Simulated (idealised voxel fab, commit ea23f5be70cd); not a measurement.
process module | voxel transistor to metal
cross-section cut | 165 nm wide | cells 5 nm
A cross-section is a grid of square cells, given in bands from the top down. A band is one or more rows of cells.
Each band's line starts with the height of the band's top and of its bottom, in nm. Then come its materials from left to right, each with its width in nm. One material with "throughout" fills the band from edge to edge. "air" is empty space.
Height 0 is the level under which the wafer as received is all one material. The lowest band goes on downwards, as in "0 down".
A width such as "30 to 40" changes by the same amount from each row of cells to the next, from the band's top row to its bottom row.
"no change" after a step means that no cell of the cross-section changed.
closed voids: empty space of 8 cells or more with no open way to the top, each as width x height at its distance from the left edge, in nm
after a step's settings: what the simulator itself notes on the step
overlay nm, on a step with a mask: how far to the right of its planned place the mask lay; to the left if negative
plan
1 op RECEIVE | material Si
2 op CONFORMAL_DEP | material SiO2 | thk nm 5
3 op CONFORMAL_DEP | material SiN | thk nm 10
4 op PATTERN | tone cover | mask id ACTIVE | material resist | width nm 105 | thk nm 20 | overlay nm 0
5 op DIRECTIONAL_ETCH | etch materials SiN | depth nm 10
6 op DIRECTIONAL_ETCH | etch materials SiO2 | depth nm 5
7 op DIRECTIONAL_ETCH | etch materials Si | depth nm 25
8 op STRIP | etch materials resist
9 op FILL_DEP | material SiO2 | thk nm 10
10 op CMP | height nm 15
11 op SELECTIVE_ETCH | etch materials SiO2 | depth nm 10
12 op STRIP | etch materials SiN
13 op SELECTIVE_ETCH | etch materials SiO2 | depth nm 5
14 op OXIDIZE | depth nm 5
15 op DIRECTIONAL_DEP | material polySi | thk nm 30
16 op DIRECTIONAL_DEP | material SiCN | thk nm 15
17 op PATTERN | tone cover | mask id GATE | material resist | width nm 25 | thk nm 20 | overlay nm 0
18 op DIRECTIONAL_ETCH | etch materials SiCN | depth nm 25
19 op DIRECTIONAL_ETCH | etch materials polySi | depth nm 40
20 op STRIP | etch materials resist
21 op CONFORMAL_DEP | material SiN | thk nm 10
22 op DIRECTIONAL_ETCH | etch materials SiN | depth nm 10
23 op DIRECTIONAL_ETCH | etch materials SiO2 | depth nm 5
24 op DIRECTIONAL_ETCH | etch materials Si | depth nm 15
25 op EPI | material SiGe | thk nm 15
26 op FILL_DEP | material SiO2 | thk nm 10
27 op CMP | height nm 45
28 op DIRECTIONAL_DEP | material SiO2 | thk nm 15
29 op PATTERN | tone open | mask id CONTACT | material resist | width nm 25 | pitch nm 60 | thk nm 20 | overlay nm 0
30 op DIRECTIONAL_ETCH | etch materials SiO2 | depth nm 65
31 op STRIP | etch materials resist
32 op CONFORMAL_DEP | material TiN | thk nm 5
33 op FILL_DEP | material W | thk nm 5
34 op CMP | height nm 60
35 op CONFORMAL_DEP | material SiCN | thk nm 5
36 op DIRECTIONAL_DEP | material SiO2 | thk nm 20
37 op MASKED_ETCH | tone open | mask id METAL_1 | width nm 15 | pitch nm 70 | etch materials SiO2 | depth nm 20 | overlay nm 0
38 op MASKED_ETCH | tone open | mask id METAL_1 | width nm 15 | pitch nm 70 | etch materials SiCN | depth nm 5 | overlay nm 0
39 op CONFORMAL_DEP | material TiN | thk nm 5
40 op FILL_DEP | material Cu | thk nm 5
41 op CMP | height nm 85
42 op CONFORMAL_DEP | material SiN | thk nm 5
as received, after step 1
  0 down: Si throughout
  closed voids: none
a wafer at the end: this start, this plan, one mistake
  90 to 85: SiN throughout
  85 to 65: SiO2 40 | TiN 5 | Cu 5 | TiN 5 | SiO2 55 | TiN 5 | Cu 5 | TiN 5 | SiO2 40
  65 to 60: SiCN 40 | TiN 15 | SiCN 55 | TiN 15 | SiCN 40
  60 to 50: SiO2 40 | TiN 5 | W 15 | TiN 5 | SiO2 35 | TiN 5 | W 15 | TiN 5 | SiO2 40
  50 to 45: SiO2 40 | TiN 5 | W 10 | TiN 10 | SiO2 35 | TiN 10 | W 10 | TiN 5 | SiO2 40
  45 to 30: SiO2 40 | TiN 5 | W 10 | TiN 5 | SiN 10 | SiCN 25 | SiN 10 | TiN 5 | W 10 | TiN 5 | SiO2 40
  30 to 15: SiO2 40 | TiN 5 | W 10 | TiN 5 | SiN 10 | polySi 25 | SiN 10 | TiN 5 | W 10 | TiN 5 | SiO2 40
  15 to 10: SiO2 40 | TiN 20 | SiN 10 | polySi 25 | SiN 10 | TiN 20 | SiO2 40
  10 to 5: SiO2 40 | TiN 5 | SiGe 15 | SiN 10 | polySi 25 | SiN 10 | SiGe 15 | TiN 5 | SiO2 40
  5 to 0: SiO2 25 | SiGe 35 | SiN 10 | polySi 25 | SiN 10 | SiGe 35 | SiO2 25
  0 to -5: SiO2 25 | SiN 5 | SiGe 30 | SiO2 45 | SiGe 30 | SiN 5 | SiO2 25
  -5 to -10: SiO2 35 | SiGe 25 | Si 45 | SiGe 25 | SiO2 35
  -10 to -20: SiO2 30 | Si 5 | SiGe 25 | Si 45 | SiGe 25 | Si 5 | SiO2 30
  -20 to -25: SiO2 30 | Si 105 | SiO2 30
  -25 down: Si throughout
  closed voids: none
what went wrong: step 2 was left out
